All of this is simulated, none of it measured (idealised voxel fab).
Title: Process Module voxel local oxidation
The width of the displayed cross-section, cut, is 295 nm; its cells are square, with a size of 5 nm.
How to read a cross-section here: the picture is a grid of square cells, written as bands going from the top down, and any band can span one or more rows of cells. The band entry comprises the height of the band's top followed by the height of its bottom, expressed in nm, and subsequently the band's materials from left to right, each stated together with its width in nm. Where a single material is marked with the word "everywhere", that material fills the band from edge to edge. The word "air" represents empty space. Height reference: 0 = level under which incoming wafer is all one material. Lowest band: no bottom, runs on downward, e.g. "0..down". Read "30 to 40" as a graded width: first number on top, second number at the bottom, same change between each pair of neighbouring rows. It should be understood that the words "nothing was modified", when stated for a given step, signify that the cross-section underwent no change in any of its cells during that step. So "Closed void listing" is basically the list of trapped voids: any empty space of 8 cells or more that can't reach the top through an opening. They're written width x height at distance, the distance being from the left edge, and it's all nm. What comes after the settings on a step's line is commentary from the simulator itself on that step. "overlay nm" denotes, for a step that has a mask, the displacement of the mask to the right of its planned place, with negative values corresponding to the left.

# Set out below are the planned steps of the process
1) RECEIVE,material Si
2) CONFORMAL_DEP,material SiO2,thk nm 5
3) CONFORMAL_DEP,material SiN,thk nm 15
4) PATTERN,tone cover,mask id ACTIVE,material resist,width nm 125,thk nm 15,overlay nm 0
5) DIRECTIONAL_ETCH,etch materials SiN,depth nm 15
6) STRIP,etch materials resist
7) SELECTIVE_ETCH,etch materials SiO2,depth nm 5
8) OXIDIZE,depth nm 15
9) STRIP,etch materials SiN

# Incoming wafer, cross-sectional view, post step 1
* 0..down = Si everywhere
* Closed void listing: none

# first wafer at the end, as planned
* 5..0 = air: 90; SiO2: 115; air: 90
* 0..-15 = SiO2: 105; Si: 85; SiO2: 105
* -15..down = Si everywhere
* Closed void listing: none

# Second wafer of the two, sectioned at the end of the module. It began like the first and followed the same plan, but one mistake was made while running it
* 20..5 = air: 85; SiN: 125; air: 85
* 5..0 = air: 90; SiO2: 115; air: 90
* 0..-15 = SiO2: 105; Si: 85; SiO2: 105
* -15..down = Si everywhere
* Closed void listing: none
The plan and the run diverged here: step 9 of the plan never got run, it was skipped over
Materials where the second wafer ends with more or fewer cells than the first: SiN: 75 more
